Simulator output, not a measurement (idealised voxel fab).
Name of the process module below: voxel spacer lines
275 nm wide, 5 nm square cells: that's cross-section cut.
Heads up, the way a cross-section reads in here is a grid of square cells, handed over as bands from the top down, with every band being one or more rows of cells. The band entry comprises the height of the band's top followed by the height of its bottom, expressed in nm, and subsequently the band's materials from left to right, each stated together with its width in nm. Where a single material is marked with the word "throughout", that material fills the band from edge to edge. The word "blank" represents empty space. The level at which height equals 0 is the one under which the wafer, as it arrives, is entirely one material. No lower edge exists for the bottom band, which continues downward and is notated as in "0..down". When a width is written as two numbers, as in "30..40", the first number is the width in the top row of cells of the band and the second is the width in its bottom row, and the width changes by the same amount from each row to the next. "remained the same" means the step left every cell of the cross-section as it was. Enclosed voids (no open way to top), threshold 8 cells or more, entry "Closed void entries", notation width x height at distance, distance from left edge, nm. Post-settings text on a step line: simulator's own remark regarding the step. overlay nm: where the mask lay relative to plan, measured to the right, on steps with a mask; negatives go left.
**So here's the lineup of process steps we planned**
1: RECEIVE,material Si
2: CONFORMAL_DEP,material SiO2,thk nm 5
3: DIRECTIONAL_DEP,material TiN,thk nm 20
4: DIRECTIONAL_DEP,material polySi,thk nm 30
5: PATTERN,tone cover,mask id MANDREL,material resist,width nm 15,pitch nm 60,thk nm 40,overlay nm 0
6: DIRECTIONAL_ETCH,etch materials polySi,depth nm 30
7: STRIP,etch materials resist
8: CONFORMAL_DEP,material SiN,thk nm 15
9: DIRECTIONAL_ETCH,etch materials SiN,depth nm 15
10: STRIP,etch materials polySi
11: DIRECTIONAL_ETCH,etch materials TiN,depth nm 20
12: STRIP,etch materials SiN
**First of the two wafers, run per plan**
**Cross-section of the incoming wafer, state after step 1**
    0..down = Si throughout
    Closed void entries: none
**How the wafer stands in section after step 2**
    5..0 = SiO2 throughout
    At heights below 0, the structure remains unaltered.
**How the wafer stands in section after step 3**
    25..5 = TiN throughout
    At heights below 5, the structure remains unaltered.
**How the wafer stands in section after step 4**
    55..25 = polySi throughout
    At heights below 25, the structure remains unaltered.
**How the wafer stands in section after step 5**
    95..55 = blank 70 / resist 15 / blank 45 / resist 15 / blank 45 / resist 15 / blank 70
    At heights below 55, the structure remains unaltered.
**How the wafer stands in section after step 6**
    95..55 = blank 70 / resist 15 / blank 45 / resist 15 / blank 45 / resist 15 / blank 70
    55..25 = blank 70 / polySi 15 / blank 45 / polySi 15 / blank 45 / polySi 15 / blank 70
    At heights below 25, the structure remains unaltered.
**How the wafer stands in section after step 7**
    55..25 = blank 70 / polySi 15 / blank 45 / polySi 15 / blank 45 / polySi 15 / blank 70
    At heights below 25, the structure remains unaltered.
**How the wafer stands in section after step 8**
    70..55 = blank 55 / SiN 45 / blank 15 / SiN 45 / blank 15 / SiN 45 / blank 55
    55..40 = blank 55 / SiN 15 / polySi 15 / SiN 15 / blank 15 / SiN 15 / polySi 15 / SiN 15 / blank 15 / SiN 15 / polySi 15 / SiN 15 / blank 55
    40..25 = SiN 70 / polySi 15 / SiN 45 / polySi 15 / SiN 45 / polySi 15 / SiN 70
    At heights below 25, the structure remains unaltered.
**How the wafer stands in section after step 9**
    55..25 = blank 55 / SiN 15 / polySi 15 / SiN 15 / blank 15 / SiN 15 / polySi 15 / SiN 15 / blank 15 / SiN 15 / polySi 15 / SiN 15 / blank 55
    At heights below 25, the structure remains unaltered.
**How the wafer stands in section after step 10**
    55..25 = blank 55 / SiN 15 / blank 15 / SiN 15 / blank 15 / SiN 15 / blank 15 / SiN 15 / blank 15 / SiN 15 / blank 15 / SiN 15 / blank 55
    At heights below 25, the structure remains unaltered.
**How the wafer stands in section after step 11**
    55..25 = blank 55 / SiN 15 / blank 15 / SiN 15 / blank 15 / SiN 15 / blank 15 / SiN 15 / blank 15 / SiN 15 / blank 15 / SiN 15 / blank 55
    25..5 = blank 55 / TiN 15 / blank 15 / TiN 15 / blank 15 / TiN 15 / blank 15 / TiN 15 / blank 15 / TiN 15 / blank 15 / TiN 15 / blank 55
    At heights below 5, the structure remains unaltered.
**How the wafer stands in section after step 12**
    25..5 = blank 55 / TiN 15 / blank 15 / TiN 15 / blank 15 / TiN 15 / blank 15 / TiN 15 / blank 15 / TiN 15 / blank 15 / TiN 15 / blank 55
    At heights below 5, the structure remains unaltered.
**Second wafer: same start and same plan as the first, one execution error; identical to the first through step 2**
**Cross-section of the second wafer when, according to plan, step 3 should have finished**
    30..5 = TiN throughout
    At heights below 5, the structure remains unaltered.
**Cross-section of the second wafer when, according to plan, step 4 should have finished**
    60..30 = polySi throughout
    At heights below 30, the structure remains unaltered.
**Cross-section of the second wafer when, according to plan, step 5 should have finished**
    100..60 = blank 70 / resist 15 / blank 45 / resist 15 / blank 45 / resist 15 / blank 70
    At heights below 60, the structure remains unaltered.
**Cross-section of the second wafer when, according to plan, step 6 should have finished**
    100..60 = blank 70 / resist 15 / blank 45 / resist 15 / blank 45 / resist 15 / blank 70
    60..30 = blank 70 / polySi 15 / blank 45 / polySi 15 / blank 45 / polySi 15 / blank 70
    At heights below 30, the structure remains unaltered.
**Cross-section of the second wafer when, according to plan, step 7 should have finished**
    60..30 = blank 70 / polySi 15 / blank 45 / polySi 15 / blank 45 / polySi 15 / blank 70
    At heights below 30, the structure remains unaltered.
**Cross-section of the second wafer when, according to plan, step 8 should have finished**
    75..60 = blank 55 / SiN 45 / blank 15 / SiN 45 / blank 15 / SiN 45 / blank 55
    60..45 = blank 55 / SiN 15 / polySi 15 / SiN 15 / blank 15 / SiN 15 / polySi 15 / SiN 15 / blank 15 / SiN 15 / polySi 15 / SiN 15 / blank 55
    45..30 = SiN 70 / polySi 15 / SiN 45 / polySi 15 / SiN 45 / polySi 15 / SiN 70
    At heights below 30, the structure remains unaltered.
**Cross-section of the second wafer when, according to plan, step 9 should have finished**
    60..30 = blank 55 / SiN 15 / polySi 15 / SiN 15 / blank 15 / SiN 15 / polySi 15 / SiN 15 / blank 15 / SiN 15 / polySi 15 / SiN 15 / blank 55
    At heights below 30, the structure remains unaltered.
**Cross-section of the second wafer when, according to plan, step 10 should have finished**
    60..30 = blank 55 / SiN 15 / blank 15 / SiN 15 / blank 15 / SiN 15 / blank 15 / SiN 15 / blank 15 / SiN 15 / blank 15 / SiN 15 / blank 55
    At heights below 30, the structure remains unaltered.
**Cross-section of the second wafer when, according to plan, step 11 should have finished**
    60..30 = blank 55 / SiN 15 / blank 15 / SiN 15 / blank 15 / SiN 15 / blank 15 / SiN 15 / blank 15 / SiN 15 / blank 15 / SiN 15 / blank 55
    30..10 = blank 55 / TiN 15 / blank 15 / TiN 15 / blank 15 / TiN 15 / blank 15 / TiN 15 / blank 15 / TiN 15 / blank 15 / TiN 15 / blank 55
    At heights below 10, the structure remains unaltered.
**Cross-section of the second wafer when, according to plan, step 12 should have finished**
    30..10 = blank 55 / TiN 15 / blank 15 / TiN 15 / blank 15 / TiN 15 / blank 15 / TiN 15 / blank 15 / TiN 15 / blank 15 / TiN 15 / blank 55
    At heights below 10, the structure remains unaltered.
Which mistake was made when the wafer was run? for step 3, the planned setting was not used; the step was instead run as DIRECTIONAL_DEP,material TiN,thk nm 25
End of process, cell counts, second wafer against first, materials with more or fewer: 55 more of TiN
